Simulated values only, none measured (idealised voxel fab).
process module | voxel ribs on slabs
cross-section cut | 265 nm wide | cells 5 nm
A cross-section is a grid of square cells, given in bands from the top down. A band is one or more rows of cells.
Each band's line starts with the height of the band's top and of its bottom, in nm. Then come its materials from left to right, each with its width in nm. One material with "throughout" fills the band from edge to edge. "air" is empty space.
Height 0 is the level under which the wafer as received is all one material. The lowest band goes on downwards, as in "0 down".
A width such as "30 to 40" changes by the same amount from each row of cells to the next, from the band's top row to its bottom row.
"no change" after a step means that no cell of the cross-section changed.
closed voids: empty space of 8 cells or more with no open way to the top, each as width x height at its distance from the left edge, in nm
after a step's settings: what the simulator itself notes on the step
overlay nm, on a step with a mask: how far to the right of its planned place the mask lay; to the left if negative
plan
1 op RECEIVE | material Si
2 op DIRECTIONAL_DEP | material SiO2 | thk nm 30
3 op DIRECTIONAL_DEP | material SiN | thk nm 20
4 op PATTERN | tone cover | mask id RIB | material resist | width nm 25 | thk nm 15 | overlay nm 0
5 op DIRECTIONAL_ETCH | etch materials SiN | depth nm 5
6 op STRIP | etch materials resist
7 op PATTERN | tone cover | mask id SLAB | material resist | width nm 85 | thk nm 15 | overlay nm 0
8 op DIRECTIONAL_ETCH | etch materials SiN | depth nm 15
9 op STRIP | etch materials resist
10 op FILL_DEP | material SiO2 | thk nm 20
11 op CMP | height nm 60
12 op DIRECTIONAL_DEP | material W | thk nm 5
13 op DIRECTIONAL_DEP | material aC | thk nm 15
14 op PATTERN | tone cover | mask id HEATER | material resist | width nm 35 | thk nm 30 | overlay nm 0
15 op DIRECTIONAL_ETCH | etch materials aC | depth nm 15
16 op STRIP | etch materials resist
17 op DIRECTIONAL_ETCH | etch materials W | depth nm 5
18 op STRIP | etch materials aC
19 op CONFORMAL_DEP | material SiN | thk nm 10
first wafer, as planned
as received, after step 1
  0 down: Si throughout
  closed voids: none
after step 2
  30 to 0: SiO2 throughout
  below 0: unchanged
after step 3
  50 to 30: SiN throughout
  below 30: unchanged
after step 4
  65 to 50: air 120 | resist 25 | air 120
  below 50: unchanged
after step 5
  65 to 50: air 120 | resist 25 | air 120
  50 to 45: air 120 | SiN 25 | air 120
  below 45: unchanged
after step 6
  50 to 45: air 120 | SiN 25 | air 120
  below 45: unchanged
after step 7
  65 to 50: air 90 | resist 85 | air 90
  50 to 45: air 90 | resist 30 | SiN 25 | resist 30 | air 90
  below 45: unchanged
after step 8
  65 to 50: air 90 | resist 85 | air 90
  50 to 45: air 90 | resist 30 | SiN 25 | resist 30 | air 90
  45 to 30: air 90 | SiN 85 | air 90
  below 30: unchanged
after step 9
  50 to 45: air 120 | SiN 25 | air 120
  below 45: unchanged
after step 10
  70 to 50: SiO2 throughout
  50 to 45: SiO2 120 | SiN 25 | SiO2 120
  45 to 30: SiO2 90 | SiN 85 | SiO2 90
  below 30: unchanged
after step 11
  60 to 50: SiO2 throughout
  below 50: unchanged
after step 12
  65 to 60: W throughout
  below 60: unchanged
after step 13
  80 to 65: aC throughout
  below 65: unchanged
after step 14
  110 to 80: air 115 | resist 35 | air 115
  below 80: unchanged
after step 15
  95 to 80: air 115 | resist 35 | air 115
  80 to 65: air 115 | aC 35 | air 115
  below 65: unchanged
after step 16
  80 to 65: air 115 | aC 35 | air 115
  below 65: unchanged
after step 17
  80 to 65: air 115 | aC 35 | air 115
  65 to 60: air 115 | W 35 | air 115
  below 60: unchanged
after step 18
  65 to 60: air 115 | W 35 | air 115
  below 60: unchanged
after step 19
  75 to 70: air 105 | SiN 55 | air 105
  70 to 65: SiN throughout
  65 to 60: SiN 115 | W 35 | SiN 115
  below 60: unchanged
second wafer: like start, like plan, one mistake. Through step 6 it matches the first wafer
when step 7 should have ended
  65 to 50: resist 90 | air 85 | resist 90
  50 to 45: resist 90 | air 30 | SiN 25 | air 30 | resist 90
  below 45: unchanged
when step 8 should have ended
  65 to 45: resist 90 | air 85 | resist 90
  45 to 35: SiN 90 | air 85 | SiN 90
  35 to 30: SiN 90 | air 30 | SiN 25 | air 30 | SiN 90
  below 30: unchanged
when step 9 should have ended
  45 to 35: SiN 90 | air 85 | SiN 90
  below 35: unchanged
when step 10 should have ended
  65 to 45: SiO2 throughout
  45 to 35: SiN 90 | SiO2 85 | SiN 90
  35 to 30: SiN 90 | SiO2 30 | SiN 25 | SiO2 30 | SiN 90
  below 30: unchanged
when step 11 should have ended
  60 to 45: SiO2 throughout
  below 45: unchanged
when step 12 should have ended
  65 to 60: W throughout
  below 60: unchanged
when step 13 should have ended
  80 to 65: aC throughout
  below 65: unchanged
when step 14 should have ended
  110 to 80: air 115 | resist 35 | air 115
  below 80: unchanged
when step 15 should have ended
  95 to 80: air 115 | resist 35 | air 115
  80 to 65: air 115 | aC 35 | air 115
  below 65: unchanged
when step 16 should have ended
  80 to 65: air 115 | aC 35 | air 115
  below 65: unchanged
when step 17 should have ended
  80 to 65: air 115 | aC 35 | air 115
  65 to 60: air 115 | W 35 | air 115
  below 60: unchanged
when step 18 should have ended
  65 to 60: air 115 | W 35 | air 115
  below 60: unchanged
when step 19 should have ended
  75 to 70: air 105 | SiN 55 | air 105
  70 to 65: SiN throughout
  65 to 60: SiN 115 | W 35 | SiN 115
  below 60: unchanged
what went wrong: step 7 ran as: op PATTERN | tone open | mask id SLAB | material resist | width nm 85 | thk nm 15 | overlay nm 0
at the end the second wafer has, in cells: 57 more of SiN | 57 fewer of SiO2
